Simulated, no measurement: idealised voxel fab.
A process module follows: voxel capacitor over wiring.
We display cut, a cross-section 170 nm in width whose square cells are each 5 nm.
In this document a cross-section is written as a grid of square cells. It is given as a series of bands, listed from the top down, and a band is one or more rows of cells.
Heads up on the band format: heights come first, top then bottom, in nm. After that it's the materials left to right, each with its width in nm. A single material flagged "full width" fills the whole band edge to edge, and "air" means there's empty space there.
Height is counted from the level 0, under which the received wafer is composed throughout of one material. The lowest of the bands is not closed at the bottom but continues downward, in the notation "0 and below".
Width "30 to 40": first value at the band's top row of cells, second value at its bottom row, equal change from row to row.
Key: "stayed the same" - step with no changed cell in the cross-section.
The entry "Closed cavity list" lists the empty spaces that cover at least 8 cells and have no open path to the top. Each is written as width x height at distance, where the distance is measured from the left edge and all three values are in nm.
Whatever follows a step's settings on its line is a remark the simulator itself makes about that step.
For masked steps, "overlay nm" on the step line gives how far right of plan the mask actually lay; a minus sign means it lay to the left.

## Planned process steps
1) op RECEIVE | material Si
2) op CONFORMAL_DEP | material SiO2 | thk nm 10
3) op CONFORMAL_DEP | material SiN | thk nm 5
4) op DIRECTIONAL_DEP | material lowk | thk nm 20
5) op PATTERN | tone open | mask id METAL_1 | material resist | width nm 25 | pitch nm 90 | thk nm 20 | overlay nm 0
6) op DIRECTIONAL_ETCH | etch materials lowk | depth nm 20
7) op DIRECTIONAL_ETCH | etch materials SiN | depth nm 5
8) op STRIP | etch materials resist
9) op CONFORMAL_DEP | material TiN | thk nm 5
10) op FILL_DEP | material Ru | thk nm 5
11) op CMP | height nm 35
12) op CONFORMAL_DEP | material SiCN | thk nm 5
13) op DIRECTIONAL_DEP | material lowk | thk nm 20
14) op MASKED_ETCH | tone open | mask id PLUG_1 | width nm 15 | etch materials lowk | depth nm 20 | overlay nm 0
15) op MASKED_ETCH | tone open | mask id PLUG_1 | width nm 15 | etch materials SiCN | depth nm 5 | overlay nm 0
16) op CONFORMAL_DEP | material TiN | thk nm 5
17) op FILL_DEP | material Ru | thk nm 5
18) op CMP | height nm 60
19) op DIRECTIONAL_DEP | material TiN | thk nm 5
20) op DIRECTIONAL_DEP | material SiN | thk nm 5
21) op DIRECTIONAL_DEP | material TiN | thk nm 10
22) op MASKED_ETCH | tone cover | mask id UPPER_PLATE | width nm 70 | etch materials TiN | depth nm 10 | overlay nm 0
23) op MASKED_ETCH | tone cover | mask id UPPER_PLATE | width nm 70 | etch materials SiN | depth nm 5 | overlay nm 0
24) op MASKED_ETCH | tone cover | mask id LOWER_PLATE | width nm 80 | etch materials TiN | depth nm 5 | overlay nm 0
25) op FILL_DEP | material SiO2 | thk nm 20
26) op CMP | height nm 95
27) op PATTERN | tone open | mask id PLUG_2 | material resist | width nm 15 | thk nm 15 | overlay nm 0
28) op DIRECTIONAL_ETCH | etch materials SiO2 | depth nm 15
29) op STRIP | etch materials resist
30) op CONFORMAL_DEP | material TiN | thk nm 5
31) op FILL_DEP | material Ru | thk nm 5
32) op CMP | height nm 95
33) op CONFORMAL_DEP | material SiCN | thk nm 5

## Shown in cross-section is the wafer as received, that is, as it stands after step 1
  0 and below: Si full width
  Closed cavity list: none

## Here's the cross-section of the first of our two wafers at the end of the module - it ran as planned
  100 down to 95: SiCN full width
  95 down to 85: 45 nm SiO2, then 5 nm TiN, then 5 nm Ru, then 5 nm TiN, then 110 nm SiO2
  85 down to 80: 45 nm SiO2, then 15 nm TiN, then 110 nm SiO2
  80 down to 70: 35 nm SiO2, then 70 nm TiN, then 65 nm SiO2
  70 down to 65: 35 nm SiO2, then 70 nm SiN, then 65 nm SiO2
  65 down to 60: 30 nm SiO2, then 80 nm TiN, then 60 nm SiO2
  60 down to 40: 35 nm lowk, then 5 nm TiN, then 5 nm Ru, then 5 nm TiN, then 120 nm lowk
  40 down to 35: 35 nm SiCN, then 15 nm TiN, then 120 nm SiCN
  35 down to 15: 25 nm lowk, then 5 nm TiN, then 15 nm Ru, then 5 nm TiN, then 65 nm lowk, then 5 nm TiN, then 15 nm Ru, then 5 nm TiN, then 30 nm lowk
  15 down to 10: 25 nm SiN, then 25 nm TiN, then 65 nm SiN, then 25 nm TiN, then 30 nm SiN
  10 down to 0: SiO2 full width
  0 and below: Si full width
  Closed cavity list: none

## Cross-section of the latter of the two wafers at module completion. It had an identical start and an identical plan to the former; in running it, one mistake was made
  100 down to 95: SiCN full width
  95 down to 90: 45 nm SiO2, then 5 nm TiN, then 5 nm Ru, then 5 nm TiN, then 110 nm SiO2
  90 down to 85: 45 nm SiO2, then 15 nm TiN, then 110 nm SiO2
  85 down to 75: 35 nm SiO2, then 70 nm TiN, then 65 nm SiO2
  75 down to 70: 35 nm SiO2, then 70 nm SiN, then 65 nm SiO2
  70 down to 65: 30 nm SiO2, then 80 nm TiN, then 60 nm SiO2
  65 down to 60: 40 nm TiN, then 5 nm Ru, then 125 nm TiN
  60 down to 40: 35 nm lowk, then 5 nm TiN, then 5 nm Ru, then 5 nm TiN, then 120 nm lowk
  40 down to 35: 35 nm SiCN, then 15 nm TiN, then 120 nm SiCN
  35 down to 15: 25 nm lowk, then 5 nm TiN, then 15 nm Ru, then 5 nm TiN, then 65 nm lowk, then 5 nm TiN, then 15 nm Ru, then 5 nm TiN, then 30 nm lowk
  15 down to 10: 25 nm SiN, then 25 nm TiN, then 65 nm SiN, then 25 nm TiN, then 30 nm SiN
  10 down to 0: SiO2 full width
  0 and below: Si full width
  Closed cavity list: none
Which mistake was made when the wafer was run? contrary to plan, step 18 was performed as op CMP | height nm 65
Upon completion, the second wafer contains, in terms of cells, a greater or smaller amount of certain materials than the first wafer: -31 SiO2; +31 TiN
